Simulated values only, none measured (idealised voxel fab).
Name of the process module below: voxel gate over fins
Xsec cut, 295 nm wide, square cell size 5 nm.
Format of a cross-section: grid, square cells. Given as bands. Order: top down. Band: one or more rows of cells.
It is stipulated that each band's entry specify, in nanometres, the height of the top of the band and then that of its bottom, followed by the materials of the band in left-to-right sequence, each together with its width in nanometres. A single material marked by the word "edge to edge" is understood to fill the band from edge to edge; the word "air" is understood to denote empty space.
Height 0 is the level under which the wafer as received is all one material. The lowest band goes on downwards, as in "0 nm and below".
A width such as "30->40" changes by the same amount from each row of cells to the next, from the band's top row to its bottom row.
You'll sometimes find "remained the same" written for a step, and that's the way of saying that nowhere in the cross-section did a cell change during that step.
The entry titled "Enclosed internal voids" provides the empty spaces that have no open way to the top, restricted to those of 8 cells or more. Each is presented as width x height at distance, the distance being measured from the left edge, with all three in nm.
That trailing text on a step's line, after the settings, is the simulator's own remark on the step.
The setting "overlay nm" may be written on the line of a step. When the step uses a mask, the value reports how far to the right of the planned place the mask lay, and a negative value reports that it lay to the left.

Process steps foreseen in the plan:
1,op RECEIVE | material Si
2,op CONFORMAL_DEP | material SiN | thk nm 5
3,op MASKED_ETCH | tone cover | mask id FINS | width nm 15 | pitch nm 40 | etch materials SiN | depth nm 5 | overlay nm 0
4,op MASKED_ETCH | tone cover | mask id FINS | width nm 15 | pitch nm 40 | etch materials Si | depth nm 35 | overlay nm -15
5,op OXIDIZE | depth nm 5
6,op FILL_DEP | material SiO2 | thk nm 15
7,op CMP | height nm 5
8,op SELECTIVE_ETCH | etch materials SiO2 | depth nm 15
9,op STRIP | etch materials SiN
10,op CONFORMAL_DEP | material HfO2 | thk nm 5
11,op CONFORMAL_DEP | material TiN | thk nm 5
12,op CONFORMAL_DEP | material TiAl | thk nm 5
13,op CONFORMAL_DEP | material TiN | thk nm 5
14,op FILL_DEP | material W | thk nm 15
15,op CMP | height nm 30
16,op CONFORMAL_DEP | material SiN | thk nm 10
Heads up: all these wafers start the same, and what changes between them is the overlay nm in step 4. The value you see in the plan is just what the first wafer got.

The first of several wafers, as received after step 1, seen in section:
    0 nm and below: Si edge to edge
    Enclosed internal voids: none

End of module: cross-section of the first of several wafers after step 16, the last step:
    40 nm to 30 nm: SiN edge to edge
    30 nm to 20 nm: W edge to edge
    20 nm to 15 nm: W=105 | TiN=85 | W=105
    15 nm to 10 nm: W=90 | TiN=20 | TiAl=35 | TiN=5 | TiAl=35 | TiN=5 | W=105
    10 nm to 5 nm: TiN=95 | TiAl=20 | TiN=25 | TiAl=15 | TiN=25 | TiAl=5 | TiN=110
    5 nm to 0 nm: TiAl=100 | TiN=20 | HfO2=15 | TiN=25 | HfO2=15 | TiN=5 | TiAl=115
    0 nm to -5 nm: TiN=105 | HfO2=20 | Si=5 | HfO2=5 | TiN=10 | HfO2=20 | Si=5 | HfO2=5 | TiN=120
    -5 nm to -10 nm: HfO2=110 | Si=20 | HfO2=20 | Si=20 | HfO2=125
    -10 nm to -40 nm: SiO2=110 | Si=20 | SiO2=20 | Si=20 | SiO2=125
    -40 nm and below: Si edge to edge
    Enclosed internal voids: none

So this is the cross-section on the last wafer at the end of the module:
    40 nm to 30 nm: SiN edge to edge
    30 nm to 20 nm: W edge to edge
    20 nm to 15 nm: W=105 | TiN=85 | W=105
    15 nm to 10 nm: W=105 | TiN=5 | TiAl=35 | TiN=5 | TiAl=35 | TiN=20 | W=90
    10 nm to 5 nm: TiN=110 | TiAl=5 | TiN=25 | TiAl=15 | TiN=25 | TiAl=20 | TiN=95
    5 nm to 0 nm: TiAl=115 | TiN=5 | HfO2=15 | TiN=25 | HfO2=15 | TiN=20 | TiAl=100
    0 nm to -5 nm: TiN=120 | HfO2=5 | Si=5 | HfO2=20 | TiN=10 | HfO2=5 | Si=5 | HfO2=20 | TiN=105
    -5 nm to -10 nm: HfO2=125 | Si=20 | HfO2=20 | Si=20 | HfO2=110
    -10 nm to -40 nm: SiO2=125 | Si=20 | SiO2=20 | Si=20 | SiO2=110
    -40 nm and below: Si edge to edge
    Enclosed internal voids: none

Take any row and you have a wafer at the end of the module: how many cells of each material it has gained (+) or lost (-) since it was received, and then its closed voids:
overlay nm -15; +67 HfO2; -414 Si; +118 SiN; +306 SiO2; +65 TiAl; +131 TiN; +199 W; Enclosed internal voids: none
overlay nm -10; +67 HfO2; -428 Si; +118 SiN; +318 SiO2; +66 TiAl; +131 TiN; +200 W; Enclosed internal voids: none
overlay nm -5; +67 HfO2; -442 Si; +118 SiN; +330 SiO2; +67 TiAl; +131 TiN; +201 W; Enclosed internal voids: none
overlay nm 0; +67 HfO2; -456 Si; +118 SiN; +342 SiO2; +67 TiAl; +132 TiN; +202 W; Enclosed internal voids: none
overlay nm 5; +67 HfO2; -442 Si; +118 SiN; +330 SiO2; +67 TiAl; +131 TiN; +201 W; Enclosed internal voids: none
overlay nm 10; +67 HfO2; -428 Si; +118 SiN; +318 SiO2; +66 TiAl; +131 TiN; +200 W; Enclosed internal voids: none
overlay nm 15; +67 HfO2; -414 Si; +118 SiN; +306 SiO2; +65 TiAl; +131 TiN; +199 W; Enclosed internal voids: none
